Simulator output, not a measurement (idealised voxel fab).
Title: Process Module voxel self aligned vias
We display cut, a cross-section 230 nm in width whose square cells are each 5 nm.
A cross-section is written here as square cells arranged in a grid, and it is given in bands from the top down, each band taking up one or more rows of cells. This entry defines a band. It first specifies the height of the band's top and the height of its bottom in nm, and then specifies the band's materials from left to right, stating each material with its width in nm. The word "all across" identifies a single material that fills the band from edge to edge, while the word "blank" identifies empty space. For the purposes of this specification, 0 denotes the height below which the wafer in its as-received condition is composed wholly of one material, and the lowermost band, lacking a lower limit, extends downward without end, as expressed in "from 0 down". Quick explanation for "30 to 40": the width changes in equal steps down the rows of cells, from the first number in the band's top row to the second number in its bottom row. "nothing different" -> step changed no cross-section cell. Reported under the label "Fully sealed cavities" are the empty spaces having no open way to the top and comprising 8 cells or more; the notation for each is width x height at distance, in which the distance is measured from the left edge and all three values are in nm. Step line, after settings: the simulator's comment on this step. overlay nm: how far to the right of its planned place the mask lay on this masked step (negative: to the left).

-- Intended process steps
1. RECEIVE (material Si)
2. CONFORMAL_DEP (material SiO2; thk nm 10)
3. CONFORMAL_DEP (material SiCN; thk nm 5)
4. DIRECTIONAL_DEP (material SiO2; thk nm 30)
5. DIRECTIONAL_DEP (material aC; thk nm 10)
6. PATTERN (tone open; mask id LINES; material resist; width nm 20; pitch nm 55; thk nm 30; overlay nm 0)
7. DIRECTIONAL_ETCH (etch materials aC; depth nm 10)
8. STRIP (etch materials resist)
9. DIRECTIONAL_ETCH (etch materials SiO2; depth nm 30)
10. STRIP (etch materials aC)
11. CONFORMAL_DEP (material TiN; thk nm 5)
12. FILL_DEP (material Ru; thk nm 5)
13. CMP (height nm 45)
14. SELECTIVE_ETCH (etch materials W Ru TiN; depth nm 10)
15. FILL_DEP (material SiN; thk nm 10)
16. CMP (height nm 45)
17. DIRECTIONAL_DEP (material SiO2; thk nm 20)
18. PATTERN (tone open; mask id VIAS; material resist; width nm 40; pitch nm 110; thk nm 20; overlay nm 0)
19. DIRECTIONAL_ETCH (etch materials SiO2; depth nm 20)
20. DIRECTIONAL_ETCH (etch materials SiN; depth nm 10)
21. STRIP (etch materials resist)
22. CONFORMAL_DEP (material TiN; thk nm 5)
23. FILL_DEP (material Cu; thk nm 10)
24. CMP (height nm 65)
25. CONFORMAL_DEP (material SiN; thk nm 5)

-- As received (post step 1): cross-section
- from 0 down  Si all across
- Fully sealed cavities: none

-- Run as planned - first of the two wafers cross-sectioned at the end of the module
- from 70 to 65  SiN all across
- from 65 to 50  SiO2 40 nm, TiN 5 nm, Cu 30 nm, TiN 5 nm, SiO2 70 nm, TiN 5 nm, Cu 30 nm, TiN 5 nm, SiO2 40 nm
- from 50 to 45  SiO2 40 nm, TiN 15 nm, Cu 10 nm, TiN 15 nm, SiO2 70 nm, TiN 15 nm, Cu 10 nm, TiN 15 nm, SiO2 40 nm
- from 45 to 40  SiO2 50 nm, TiN 5 nm, Cu 10 nm, TiN 5 nm, SiO2 35 nm, SiN 20 nm, SiO2 35 nm, TiN 5 nm, Cu 10 nm, TiN 5 nm, SiO2 50 nm
- from 40 to 35  SiO2 50 nm, TiN 20 nm, SiO2 35 nm, SiN 20 nm, SiO2 35 nm, TiN 20 nm, SiO2 50 nm
- from 35 to 20  SiO2 50 nm, TiN 5 nm, Ru 10 nm, TiN 5 nm, SiO2 35 nm, TiN 5 nm, Ru 10 nm, TiN 5 nm, SiO2 35 nm, TiN 5 nm, Ru 10 nm, TiN 5 nm, SiO2 50 nm
- from 20 to 15  SiO2 50 nm, TiN 20 nm, SiO2 35 nm, TiN 20 nm, SiO2 35 nm, TiN 20 nm, SiO2 50 nm
- from 15 to 10  SiCN all across
- from 10 to 0  SiO2 all across
- from 0 down  Si all across
- Fully sealed cavities: none

-- Here's the second of our two wafers sectioned at module end. Same start as the first, same plan, but one mistake got made running it
- from 70 to 65  SiN all across
- from 65 to 50  SiO2 45 nm, TiN 5 nm, Cu 25 nm, TiN 5 nm, SiO2 75 nm, TiN 5 nm, Cu 25 nm, TiN 5 nm, SiO2 40 nm
- from 50 to 45  SiO2 45 nm, TiN 10 nm, Cu 10 nm, TiN 15 nm, SiO2 75 nm, TiN 10 nm, Cu 10 nm, TiN 15 nm, SiO2 40 nm
- from 45 to 40  SiO2 50 nm, TiN 5 nm, Cu 10 nm, TiN 5 nm, SiO2 35 nm, SiN 20 nm, SiO2 35 nm, TiN 5 nm, Cu 10 nm, TiN 5 nm, SiO2 50 nm
- from 40 to 35  SiO2 50 nm, TiN 20 nm, SiO2 35 nm, SiN 20 nm, SiO2 35 nm, TiN 20 nm, SiO2 50 nm
- from 35 to 20  SiO2 50 nm, TiN 5 nm, Ru 10 nm, TiN 5 nm, SiO2 35 nm, TiN 5 nm, Ru 10 nm, TiN 5 nm, SiO2 35 nm, TiN 5 nm, Ru 10 nm, TiN 5 nm, SiO2 50 nm
- from 20 to 15  SiO2 50 nm, TiN 20 nm, SiO2 35 nm, TiN 20 nm, SiO2 35 nm, TiN 20 nm, SiO2 50 nm
- from 15 to 10  SiCN all across
- from 10 to 0  SiO2 all across
- from 0 down  Si all across
- Fully sealed cavities: none
Plan not followed: step 18 was processed under conditions differing from the plan, specifically as PATTERN (tone open; mask id VIAS; material resist; width nm 35; pitch nm 110; thk nm 20; overlay nm 0)
at the end the second wafer has, in cells: 6 fewer of Cu; 8 more of SiO2; 2 fewer of TiN
